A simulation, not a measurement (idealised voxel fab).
process module | voxel transistor to metal
cross-section cut | 280 nm wide | cells 5 nm
A cross-section is a grid of square cells, given in bands from the top down. A band is one or more rows of cells.
Each band's line starts with the height of the band's top and of its bottom, in nm. Then come its materials from left to right, each with its width in nm. One material with "throughout" fills the band from edge to edge. "air" is empty space.
Height 0 is the level under which the wafer as received is all one material. The lowest band goes on downwards, as in "0 down".
A width such as "30 to 40" changes by the same amount from each row of cells to the next, from the band's top row to its bottom row.
"no change" after a step means that no cell of the cross-section changed.
closed voids: empty space of 8 cells or more with no open way to the top, each as width x height at its distance from the left edge, in nm
after a step's settings: what the simulator itself notes on the step
overlay nm, on a step with a mask: how far to the right of its planned place the mask lay; to the left if negative
plan
1 op RECEIVE | material Si
2 op OXIDIZE | depth nm 5
3 op CONFORMAL_DEP | material SiN | thk nm 10
4 op MASKED_ETCH | tone cover | mask id ACTIVE | width nm 110 | pitch nm 130 | etch materials SiN | depth nm 10 | overlay nm 0
5 op MASKED_ETCH | tone cover | mask id ACTIVE | width nm 110 | pitch nm 130 | etch materials SiO2 | depth nm 5 | overlay nm 0
6 op MASKED_ETCH | tone cover | mask id ACTIVE | width nm 110 | pitch nm 130 | etch materials Si | depth nm 35 | overlay nm 0
7 op FILL_DEP | material SiO2 | thk nm 5
8 op CMP | height nm 10
9 op SELECTIVE_ETCH | etch materials SiO2 | depth nm 5
10 op STRIP | etch materials SiN
11 op SELECTIVE_ETCH | etch materials SiO2 | depth nm 5
12 op OXIDIZE | depth nm 5
13 op DIRECTIONAL_DEP | material polySi | thk nm 20
14 op DIRECTIONAL_DEP | material SiCN | thk nm 15
15 op DIRECTIONAL_DEP | material aC | thk nm 10
16 op PATTERN | tone cover | mask id GATE | material resist | width nm 20 | pitch nm 130 | thk nm 30 | overlay nm 0
17 op DIRECTIONAL_ETCH | etch materials aC | depth nm 10
18 op STRIP | etch materials resist
19 op DIRECTIONAL_ETCH | etch materials SiCN | depth nm 25
20 op DIRECTIONAL_ETCH | etch materials polySi | depth nm 30
21 op STRIP | etch materials aC
22 op CONFORMAL_DEP | material SiO2 | thk nm 5
23 op DIRECTIONAL_ETCH | etch materials SiO2 | depth nm 5
24 op CONFORMAL_DEP | material SiN | thk nm 5
25 op DIRECTIONAL_ETCH | etch materials SiN | depth nm 5
26 op DIRECTIONAL_ETCH | etch materials SiO2 | depth nm 5
27 op DIRECTIONAL_ETCH | etch materials Si | depth nm 15
28 op EPI | material SiGe | thk nm 15
29 op FILL_DEP | material SiO2 | thk nm 10
30 op CMP | height nm 30
31 op DIRECTIONAL_DEP | material SiO2 | thk nm 15
32 op MASKED_ETCH | tone open | mask id CONTACT | width nm 15 | etch materials SiO2 | depth nm 40 | overlay nm 0
33 op CONFORMAL_DEP | material TiN | thk nm 5
34 op FILL_DEP | material Ru | thk nm 5
35 op CMP | height nm 45
36 op CONFORMAL_DEP | material SiN | thk nm 5
37 op DIRECTIONAL_DEP | material lowk | thk nm 15
38 op PATTERN | tone open | mask id METAL_1 | material resist | width nm 15 | thk nm 15 | overlay nm 0
39 op DIRECTIONAL_ETCH | etch materials lowk | depth nm 15
40 op DIRECTIONAL_ETCH | etch materials SiN | depth nm 5
41 op STRIP | etch materials resist
42 op CONFORMAL_DEP | material TiN | thk nm 5
43 op FILL_DEP | material W | thk nm 5
44 op CMP | height nm 65
45 op EPI | material Ru | thk nm 5
46 op FILL_DEP | material SiCN | thk nm 5
varied across the wafers: thk nm of step 24. The plan shows the first wafer's value. All wafers start alike
first wafer as received, after step 1
  0 down: Si throughout
  closed voids: none
first wafer at the end, after step 46
  75 to 70: SiCN throughout
  70 to 65: SiCN 25 | Ru 25 | SiCN 50 | Ru 25 | SiCN 30 | Ru 25 | SiCN 50 | Ru 25 | SiCN 25
  65 to 50: lowk 30 | TiN 5 | W 5 | TiN 5 | lowk 60 | TiN 5 | W 5 | TiN 5 | lowk 40 | TiN 5 | W 5 | TiN 5 | lowk 60 | TiN 5 | W 5 | TiN 5 | lowk 30
  50 to 45: SiN 30 | TiN 15 | SiN 60 | TiN 15 | SiN 40 | TiN 15 | SiN 60 | TiN 15 | SiN 30
  45 to 30: SiO2 30 | TiN 5 | Ru 5 | TiN 5 | SiO2 60 | TiN 5 | Ru 5 | TiN 5 | SiO2 40 | TiN 5 | Ru 5 | TiN 5 | SiO2 60 | TiN 5 | Ru 5 | TiN 5 | SiO2 30
  30 to 15: SiO2 30 | TiN 5 | Ru 5 | TiN 5 | SiO2 10 | SiN 5 | SiO2 5 | SiCN 20 | SiO2 5 | SiN 5 | SiO2 10 | TiN 5 | Ru 5 | TiN 5 | SiO2 40 | TiN 5 | Ru 5 | TiN 5 | SiO2 10 | SiN 5 | SiO2 5 | SiCN 20 | SiO2 5 | SiN 5 | SiO2 10 | TiN 5 | Ru 5 | TiN 5 | SiO2 30
  15 to 10: SiO2 30 | TiN 5 | Ru 5 | TiN 5 | SiO2 10 | SiN 5 | SiO2 5 | polySi 20 | SiO2 5 | SiN 5 | SiO2 10 | TiN 5 | Ru 5 | TiN 5 | SiO2 40 | TiN 5 | Ru 5 | TiN 5 | SiO2 10 | SiN 5 | SiO2 5 | polySi 20 | SiO2 5 | SiN 5 | SiO2 10 | TiN 5 | Ru 5 | TiN 5 | SiO2 30
  10 to 5: SiO2 30 | TiN 15 | SiO2 10 | SiN 5 | SiO2 5 | polySi 20 | SiO2 5 | SiN 5 | SiO2 10 | TiN 15 | SiO2 40 | TiN 15 | SiO2 10 | SiN 5 | SiO2 5 | polySi 20 | SiO2 5 | SiN 5 | SiO2 10 | TiN 15 | SiO2 30
  5 to 0: SiO2 20 | SiGe 35 | SiN 5 | SiO2 5 | polySi 20 | SiO2 5 | SiN 5 | SiGe 35 | SiO2 20 | SiGe 35 | SiN 5 | SiO2 5 | polySi 20 | SiO2 5 | SiN 5 | SiGe 35 | SiO2 20
  0 to -5: SiO2 20 | SiN 5 | SiGe 30 | SiN 5 | SiO2 5 | polySi 20 | SiO2 5 | SiN 5 | SiGe 30 | SiN 5 | SiO2 20 | SiN 5 | SiGe 30 | SiN 5 | SiO2 5 | polySi 20 | SiO2 5 | SiN 5 | SiGe 30 | SiN 5 | SiO2 20
  -5 to -10: SiO2 25 | SiGe 30 | SiO2 40 | SiGe 30 | SiO2 30 | SiGe 30 | SiO2 40 | SiGe 30 | SiO2 25
  -10 to -25: SiO2 20 | Si 5 | SiGe 30 | Si 40 | SiGe 30 | Si 5 | SiO2 20 | Si 5 | SiGe 30 | Si 40 | SiGe 30 | Si 5 | SiO2 20
  -25 to -40: SiO2 20 | Si 110 | SiO2 20 | Si 110 | SiO2 20
  -40 down: Si throughout
  closed voids: none
last wafer at the end
  75 to 70: SiCN throughout
  70 to 65: SiCN 25 | Ru 25 | SiCN 50 | Ru 25 | SiCN 30 | Ru 25 | SiCN 50 | Ru 25 | SiCN 25
  65 to 50: lowk 30 | TiN 5 | W 5 | TiN 5 | lowk 60 | TiN 5 | W 5 | TiN 5 | lowk 40 | TiN 5 | W 5 | TiN 5 | lowk 60 | TiN 5 | W 5 | TiN 5 | lowk 30
  50 to 45: SiN 30 | TiN 15 | SiN 60 | TiN 15 | SiN 40 | TiN 15 | SiN 60 | TiN 15 | SiN 30
  45 to 35: SiO2 30 | TiN 5 | Ru 5 | TiN 5 | SiO2 60 | TiN 5 | Ru 5 | TiN 5 | SiO2 40 | TiN 5 | Ru 5 | TiN 5 | SiO2 60 | TiN 5 | Ru 5 | TiN 5 | SiO2 30
  35 to 30: SiO2 30 | TiN 15 | SiO2 60 | TiN 15 | SiO2 40 | TiN 15 | SiO2 60 | TiN 15 | SiO2 30
  30 to 15: SiO2 30 | TiN 10 | SiN 20 | SiO2 5 | SiCN 20 | SiO2 5 | SiN 20 | TiN 10 | SiO2 40 | TiN 10 | SiN 20 | SiO2 5 | SiCN 20 | SiO2 5 | SiN 20 | TiN 10 | SiO2 30
  15 to 0: SiN 60 | SiO2 5 | polySi 20 | SiO2 5 | SiN 100 | SiO2 5 | polySi 20 | SiO2 5 | SiN 60
  0 to -5: SiO2 20 | SiN 40 | SiO2 5 | polySi 20 | SiO2 5 | SiN 40 | SiO2 20 | SiN 40 | SiO2 5 | polySi 20 | SiO2 5 | SiN 40 | SiO2 20
  -5 to -10: SiO2 throughout
  -10 to -40: SiO2 20 | Si 110 | SiO2 20 | Si 110 | SiO2 20
  -40 down: Si throughout
  closed voids: none
each wafer at the end: cells of each material gained (+) or lost (-) since it was received, then its closed voids
thk nm 5 | +48 Ru | -256 Si | +116 SiCN | +148 SiGe | +76 SiN | +428 SiO2 | +104 TiN | +12 W | +132 lowk | +32 polySi | closed voids: none
thk nm 10 | +48 Ru | -184 Si | +116 SiCN | +144 SiN | +436 SiO2 | +104 TiN | +12 W | +132 lowk | +32 polySi | closed voids: none
thk nm 15 | +44 Ru | -184 Si | +116 SiCN | +204 SiN | +380 SiO2 | +104 TiN | +12 W | +132 lowk | +32 polySi | closed voids: none
thk nm 20 | +28 Ru | -184 Si | +116 SiCN | +256 SiN | +360 SiO2 | +88 TiN | +12 W | +132 lowk | +32 polySi | closed voids: none
